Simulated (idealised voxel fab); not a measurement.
process module | voxel wiring stack
cross-section cut | 260 nm wide | cells 5 nm
A cross-section is a grid of square cells, given in bands from the top down. A band is one or more rows of cells.
Each band's line starts with the height of the band's top and of its bottom, in nm. Then come its materials from left to right, each with its width in nm. One material with "throughout" fills the band from edge to edge. "air" is empty space.
Height 0 is the level under which the wafer as received is all one material. The lowest band goes on downwards, as in "0 down".
A width such as "30 to 40" changes by the same amount from each row of cells to the next, from the band's top row to its bottom row.
"no change" after a step means that no cell of the cross-section changed.
closed voids: empty space of 8 cells or more with no open way to the top, each as width x height at its distance from the left edge, in nm
after a step's settings: what the simulator itself notes on the step
overlay nm, on a step with a mask: how far to the right of its planned place the mask lay; to the left if negative
plan
1 op RECEIVE | material Si
2 op CONFORMAL_DEP | material SiO2 | thk nm 10
3 op CONFORMAL_DEP | material SiCN | thk nm 5
4 op DIRECTIONAL_DEP | material SiO2 | thk nm 20
5 op PATTERN | tone open | mask id METAL_1 | material resist | width nm 25 | pitch nm 40 | thk nm 15 | overlay nm 0
6 op DIRECTIONAL_ETCH | etch materials SiO2 | depth nm 20
7 op DIRECTIONAL_ETCH | etch materials SiCN | depth nm 5
8 op STRIP | etch materials resist
9 op CONFORMAL_DEP | material TiN | thk nm 5
10 op FILL_DEP | material W | thk nm 10
11 op CMP | height nm 35
12 op CONFORMAL_DEP | material SiCN | thk nm 5
13 op DIRECTIONAL_DEP | material SiO2 | thk nm 25
14 op PATTERN | tone open | mask id METAL_2 | material resist | width nm 25 | pitch nm 40 | thk nm 20 | overlay nm 0
15 op DIRECTIONAL_ETCH | etch materials SiO2 | depth nm 15
16 op STRIP | etch materials resist
17 op PATTERN | tone open | mask id METAL_2_HOLES | material resist | width nm 15 | pitch nm 80 | thk nm 20 | overlay nm 0
18 op DIRECTIONAL_ETCH | etch materials SiO2 | depth nm 10
19 op DIRECTIONAL_ETCH | etch materials SiCN | depth nm 5
20 op STRIP | etch materials resist
21 op CONFORMAL_DEP | material TiN | thk nm 5
22 op FILL_DEP | material Cu | thk nm 10
23 op CMP | height nm 65
24 op CONFORMAL_DEP | material SiN | thk nm 5
as received, after step 1
  0 down: Si throughout
  closed voids: none
first wafer at the end, as planned
  70 to 65: SiN throughout
  65 to 55: SiO2 55 | TiN 5 | Cu 15 | TiN 5 | SiO2 15 | TiN 5 | Cu 15 | TiN 5 | SiO2 15 | TiN 5 | Cu 15 | TiN 5 | SiO2 15 | TiN 5 | Cu 15 | TiN 5 | SiO2 60
  55 to 50: SiO2 55 | TiN 5 | Cu 5 | TiN 15 | SiO2 15 | TiN 25 | SiO2 15 | TiN 5 | Cu 5 | TiN 15 | SiO2 15 | TiN 25 | SiO2 60
  50 to 40: SiO2 55 | TiN 5 | Cu 5 | TiN 5 | SiO2 65 | TiN 5 | Cu 5 | TiN 5 | SiO2 110
  40 to 35: SiCN 55 | TiN 15 | SiCN 65 | TiN 15 | SiCN 110
  35 to 15: SiO2 55 | TiN 5 | W 15 | TiN 5 | SiO2 15 | TiN 5 | W 15 | TiN 5 | SiO2 15 | TiN 5 | W 15 | TiN 5 | SiO2 15 | TiN 5 | W 15 | TiN 5 | SiO2 60
  15 to 10: SiCN 55 | TiN 25 | SiCN 15 | TiN 25 | SiCN 15 | TiN 25 | SiCN 15 | TiN 25 | SiCN 60
  10 to 0: SiO2 throughout
  0 down: Si throughout
  closed voids: none
second wafer at the end: like start, like plan, one mistake
  70 to 65: SiN throughout
  65 to 55: SiO2 55 | TiN 5 | Cu 15 | TiN 5 | SiO2 15 | TiN 5 | Cu 15 | TiN 5 | SiO2 15 | TiN 5 | Cu 15 | TiN 5 | SiO2 15 | TiN 5 | Cu 15 | TiN 5 | SiO2 60
  55 to 50: SiO2 55 | TiN 5 | Cu 5 | TiN 15 | SiO2 15 | TiN 25 | SiO2 15 | TiN 5 | Cu 5 | TiN 15 | SiO2 15 | TiN 25 | SiO2 60
  50 to 40: SiO2 55 | TiN 5 | Cu 5 | TiN 5 | SiO2 65 | TiN 5 | Cu 5 | TiN 5 | SiO2 110
  40 to 35: SiCN 55 | TiN 15 | SiCN 65 | TiN 15 | SiCN 110
  35 to 15: W 50 | TiN 5 | SiO2 25 | TiN 5 | W 5 | TiN 5 | SiO2 25 | TiN 5 | W 5 | TiN 5 | SiO2 25 | TiN 5 | W 5 | TiN 5 | SiO2 25 | TiN 5 | W 55
  15 to 10: TiN 55 | SiCN 25 | TiN 15 | SiCN 25 | TiN 15 | SiCN 25 | TiN 15 | SiCN 25 | TiN 60
  10 to 0: SiO2 throughout
  0 down: Si throughout
  closed voids: none
what went wrong: step 5 ran as: op PATTERN | tone cover | mask id METAL_1 | material resist | width nm 25 | pitch nm 40 | thk nm 15 | overlay nm 0
at the end the second wafer has, in cells: 12 fewer of SiCN | 48 fewer of SiO2 | 12 more of TiN | 48 more of W
